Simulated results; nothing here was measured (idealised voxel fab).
The process module that follows is named voxel transistor to metal.
Cross-sectional view cut (width: 150 nm; square cell size: 5 nm).
Square cells in a grid make up a cross-section in this document, and the grid is given as bands, listed from the top down, each one or more rows of cells.
Band: top and bottom heights (nm) first, top before bottom; then materials from left to right, widths in nm. "throughout" marks a sole material filling the band edge to edge. "empty" denotes empty space.
Measure heights from 0. That's the level where, below it, the as-received wafer is all one material. The lowest band is bottomless and extends downward; write it as in "0 and below".
The expression "30 to 40" gives the width at the extremes of the band, the first number at its top row of cells and the second at its bottom row, with the width changing by equal amounts from each row to the next in between.
Where a step carries "stayed the same", the cross-section came out of it unchanged, cell for cell.
Reported under the label "Sealed voids" are the empty spaces having no open way to the top and comprising 8 cells or more; the notation for each is width x height at distance, in which the distance is measured from the left edge and all three values are in nm.
Read whatever lies past the settings on a step's line as the simulator's own remark about the step.
For masked steps, "overlay nm" on the step line gives how far right of plan the mask actually lay; a minus sign means it lay to the left.
[Planned process steps]
1) op RECEIVE | material Si
2) op OXIDIZE | depth nm 5
3) op CONFORMAL_DEP | material SiN | thk nm 10
4) op MASKED_ETCH | tone cover | mask id ACTIVE | width nm 110 | etch materials SiN | depth nm 10 | overlay nm 0
5) op MASKED_ETCH | tone cover | mask id ACTIVE | width nm 110 | etch materials SiO2 | depth nm 5 | overlay nm 0
6) op MASKED_ETCH | tone cover | mask id ACTIVE | width nm 110 | etch materials Si | depth nm 30 | overlay nm 0
7) op OXIDIZE | depth nm 5
8) op FILL_DEP | material SiO2 | thk nm 10
9) op CMP | height nm 10
10) op SELECTIVE_ETCH | etch materials SiO2 | depth nm 5
11) op STRIP | etch materials SiN
12) op SELECTIVE_ETCH | etch materials SiO2 | depth nm 5
13) op OXIDIZE | depth nm 5
14) op DIRECTIONAL_DEP | material polySi | thk nm 25
15) op DIRECTIONAL_DEP | material SiCN | thk nm 10
16) op PATTERN | tone cover | mask id GATE | material resist | width nm 30 | thk nm 20 | overlay nm 0
17) op DIRECTIONAL_ETCH | etch materials SiCN | depth nm 20
18) op DIRECTIONAL_ETCH | etch materials polySi | depth nm 35
19) op STRIP | etch materials resist
20) op CONFORMAL_DEP | material SiN | thk nm 10
21) op DIRECTIONAL_ETCH | etch materials SiN | depth nm 10
22) op DIRECTIONAL_ETCH | etch materials SiO2 | depth nm 5
23) op EPI | material SiGe | thk nm 5
24) op FILL_DEP | material SiO2 | thk nm 5
25) op CMP | height nm 20
26) op STRIP | etch materials polySi
27) op SELECTIVE_ETCH | etch materials SiO2 | depth nm 5
28) op CONFORMAL_DEP | material HfO2 | thk nm 5
29) op CONFORMAL_DEP | material TiN | thk nm 5
30) op FILL_DEP | material W | thk nm 10
31) op CMP | height nm 15
32) op DIRECTIONAL_DEP | material SiO2 | thk nm 10
33) op MASKED_ETCH | tone open | mask id CONTACT | width nm 20 | pitch nm 80 | etch materials SiO2 | depth nm 30 | overlay nm 0
34) op CONFORMAL_DEP | material TiN | thk nm 5
35) op FILL_DEP | material W | thk nm 10
36) op CMP | height nm 25
37) op DIRECTIONAL_DEP | material TiN | thk nm 5
38) op DIRECTIONAL_DEP | material W | thk nm 20
39) op DIRECTIONAL_DEP | material aC | thk nm 15
40) op PATTERN | tone cover | mask id METAL_1 | material resist | width nm 20 | pitch nm 80 | thk nm 35 | overlay nm 0
41) op DIRECTIONAL_ETCH | etch materials aC | depth nm 15
42) op STRIP | etch materials resist
43) op DIRECTIONAL_ETCH | etch materials W | depth nm 20
44) op DIRECTIONAL_ETCH | etch materials TiN | depth nm 5
45) op STRIP | etch materials aC
46) op CONFORMAL_DEP | material SiN | thk nm 5
47) op FILL_DEP | material lowk | thk nm 10
48) op CMP | height nm 50
49) op CONFORMAL_DEP | material SiN | thk nm 5
[Step 1 complete: cross-section of the wafer as received]
* 0 and below = Si throughout
* Sealed voids: none
[Wafer cross-section at end of module: start and plan as shown above, one execution error]
* 55 down to 50 = SiN throughout
* 50 down to 30 = 20 lowk, 5 SiN, 20 W, 5 SiN, 50 lowk, 5 SiN, 20 W, 5 SiN, 20 lowk
* 30 down to 25 = 25 SiN, 20 TiN, 60 SiN, 20 TiN, 25 SiN
* 25 down to 15 = 20 SiO2, 5 TiN, 20 W, 5 TiN, 50 SiO2, 5 TiN, 20 W, 5 TiN, 20 SiO2
* 15 down to 5 = 20 SiO2, 5 TiN, 20 W, 5 TiN, 10 SiN, 5 HfO2, 5 TiN, 10 W, 5 TiN, 5 HfO2, 10 SiN, 5 TiN, 20 W, 5 TiN, 20 SiO2
* 5 down to 0 = 20 SiO2, 10 TiN, 15 W, 5 TiN, 10 SiN, 5 HfO2, 5 TiN, 10 W, 5 TiN, 5 HfO2, 10 SiN, 5 TiN, 15 W, 10 TiN, 20 SiO2
* 0 down to -5 = 15 SiO2, 10 SiN, 25 TiN, 10 SiN, 5 HfO2, 20 TiN, 5 HfO2, 10 SiN, 25 TiN, 10 SiN, 15 SiO2
* -5 down to -10 = 25 SiO2, 25 SiGe, 5 SiO2, 40 HfO2, 5 SiO2, 25 SiGe, 25 SiO2
* -10 down to -40 = 25 SiO2, 100 Si, 25 SiO2
* -40 and below = Si throughout
* Sealed voids: none
Where did the run depart from the plan? heads up, step 33 didn't go per plan, it actually ran as op MASKED_ETCH | tone open | mask id CONTACT | width nm 30 | pitch nm 80 | etch materials SiO2 | depth nm 30 | overlay nm 0
